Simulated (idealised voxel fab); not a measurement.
The process module presented herein is designated voxel capacitor over wiring.
The cross-section shown here is cut; it is 225 nm wide and divided into square cells measuring 5 nm on a side.
We lay out every cross-section as a grid of square cells and spell it out in bands from the top down, where one band means one or more rows of cells.
Look at the band entry: it leads with the top's height and the bottom's height in nm. Then it lists the materials left to right, with a width in nm for each. The word "everywhere" on a single material says that material fills the band edge to edge. The word "air" is empty space.
A quick word on heights: they are counted from 0, and under that level the wafer as it came to us is one material throughout. The lowest band is different from the rest in having no bottom; it simply continues downward, written as in "0 down".
Graded width ("30->40"): value in top row of band = first number; value in bottom row = second number; row-to-row change constant.
The cross-section has no changed cell in any step marked "nothing different".
For the entry "Closed void listing", the listed items are empty spaces with no open way to the top whose size is 8 cells or more; each item follows the pattern width x height at distance, where distance is from the left edge and all three are in nm.
after a step's settings: what the simulator itself notes on the step
"overlay nm" on a masked step: distance the mask lay right of its planned place, negative for left.
# These are the steps we planned for the process
1. RECEIVE,material Si
2. CONFORMAL_DEP,material SiO2,thk nm 10
3. DIRECTIONAL_DEP,material TiN,thk nm 5
4. DIRECTIONAL_DEP,material W,thk nm 25
5. DIRECTIONAL_DEP,material aC,thk nm 15
6. PATTERN,tone cover,mask id METAL_1,material resist,width nm 20,pitch nm 90,thk nm 30,overlay nm -15
7. DIRECTIONAL_ETCH,etch materials aC,depth nm 15
8. STRIP,etch materials resist
9. DIRECTIONAL_ETCH,etch materials W,depth nm 25
10. DIRECTIONAL_ETCH,etch materials TiN,depth nm 5
11. STRIP,etch materials aC
12. FILL_DEP,material lowk,thk nm 5
13. CMP,height nm 40
14. CONFORMAL_DEP,material SiCN,thk nm 5
15. DIRECTIONAL_DEP,material SiO2,thk nm 15
16. DIRECTIONAL_DEP,material aC,thk nm 15
17. PATTERN,tone open,mask id PLUG_1,material resist,width nm 15,thk nm 35,overlay nm 0
18. DIRECTIONAL_ETCH,etch materials aC,depth nm 15
19. STRIP,etch materials resist
20. DIRECTIONAL_ETCH,etch materials SiO2,depth nm 15
21. DIRECTIONAL_ETCH,etch materials SiCN,depth nm 5
22. STRIP,etch materials aC
23. EPI,material Ru,thk nm 10
24. EPI,material Ru,thk nm 10
25. DIRECTIONAL_DEP,material TiN,thk nm 10
26. DIRECTIONAL_DEP,material Al2O3,thk nm 5
27. DIRECTIONAL_DEP,material TiN,thk nm 5
28. DIRECTIONAL_DEP,material aC,thk nm 15
29. PATTERN,tone cover,mask id UPPER_PLATE,material resist,width nm 75,thk nm 35,overlay nm 0
30. DIRECTIONAL_ETCH,etch materials aC,depth nm 15
31. STRIP,etch materials resist
32. DIRECTIONAL_ETCH,etch materials TiN,depth nm 5
33. DIRECTIONAL_ETCH,etch materials Al2O3,depth nm 5
34. STRIP,etch materials aC
35. PATTERN,tone cover,mask id LOWER_PLATE,material resist,width nm 85,thk nm 15,overlay nm 0
36. DIRECTIONAL_ETCH,etch materials TiN,depth nm 10
37. STRIP,etch materials resist
38. FILL_DEP,material SiO2,thk nm 15
39. CMP,height nm 90
40. MASKED_ETCH,tone open,mask id PLUG_2,width nm 15,etch materials SiO2,depth nm 10,overlay nm 0
41. CONFORMAL_DEP,material TiN,thk nm 5
42. FILL_DEP,material Ru,thk nm 5
43. CMP,height nm 90
44. CONFORMAL_DEP,material SiCN,thk nm 5
The wafers are alike at the start. At step 6, their overlay nm differs. The plan lists the first wafer's value.
# First of several wafers, received after step 1, in cross-section
	0 down  Si everywhere
	Closed void listing: none
# Depicted here is the first of several wafers in cross-section, at module completion following the last step, step 44
	95 to 90  SiCN everywhere
	90 to 85  70 nm SiO2, 5 nm TiN, 5 nm Ru, 5 nm TiN, 140 nm SiO2
	85 to 75  70->75 nm SiO2, 15->60 nm TiN, 140->90 nm SiO2
	75 to 70  75 nm SiO2, 60 nm Al2O3, 90 nm SiO2
	70 to 60  55 nm SiO2, 5 nm TiN, 15 nm SiO2, 65 nm TiN, 85 nm SiO2
	60 to 55  60 nm SiO2, 15 nm TiN, 150 nm SiO2
	55 to 50  60 nm SiO2, 15 nm Al2O3, 150 nm SiO2
	50 to 45  60 nm SiO2, 15 nm TiN, 150 nm SiO2
	45 to 40  60 nm SiCN, 15 nm TiN, 150 nm SiCN
	40 to 15  40 nm lowk, 20 nm W, 70 nm lowk, 20 nm W, 75 nm lowk
	15 to 10  40 nm lowk, 20 nm TiN, 70 nm lowk, 20 nm TiN, 75 nm lowk
	10 to 0  SiO2 everywhere
	0 down  Si everywhere
	Closed void listing: none
# Here we cross-sectioned the last of the wafers once the module was done
	95 to 90  SiCN everywhere
	90 to 85  70 nm SiO2, 5 nm TiN, 5 nm Ru, 5 nm TiN, 140 nm SiO2
	85 to 75  70->60 nm SiO2, 15->75 nm TiN, 140->90 nm SiO2
	75 to 70  60 nm SiO2, 75 nm Al2O3, 90 nm SiO2
	70 to 60  55 nm SiO2, 85 nm TiN, 85 nm SiO2
	60 to 45  60 nm SiO2, 15 nm Ru, 150 nm SiO2
	45 to 40  60 nm SiCN, 15 nm Ru, 150 nm SiCN
	40 to 15  70 nm lowk, 20 nm W, 70 nm lowk, 20 nm W, 45 nm lowk
	15 to 10  70 nm lowk, 20 nm TiN, 70 nm lowk, 20 nm TiN, 45 nm lowk
	10 to 0  SiO2 everywhere
	0 down  Si everywhere
	Closed void listing: none
# Below, a row for every wafer. Read it as the end-of-module picture: for each material the wafer shows its cells gained (+) or lost (-) since it was received, and then its closed voids
overlay nm -15; +15 Al2O3; +1 Ru; +87 SiCN; +428 SiO2; +62 TiN; +40 W; +222 lowk; Closed void listing: none
overlay nm -10; +15 Al2O3; +13 Ru; +87 SiCN; +416 SiO2; +62 TiN; +40 W; +222 lowk; Closed void listing: none
overlay nm -5; +15 Al2O3; +13 Ru; +87 SiCN; +416 SiO2; +62 TiN; +40 W; +222 lowk; Closed void listing: none
overlay nm 0; +15 Al2O3; +13 Ru; +87 SiCN; +416 SiO2; +62 TiN; +40 W; +222 lowk; Closed void listing: none
overlay nm 5; +15 Al2O3; +13 Ru; +87 SiCN; +416 SiO2; +62 TiN; +40 W; +222 lowk; Closed void listing: none
overlay nm 10; +15 Al2O3; +13 Ru; +87 SiCN; +416 SiO2; +62 TiN; +40 W; +222 lowk; Closed void listing: none
overlay nm 15; +15 Al2O3; +13 Ru; +87 SiCN; +416 SiO2; +62 TiN; +40 W; +222 lowk; Closed void listing: none
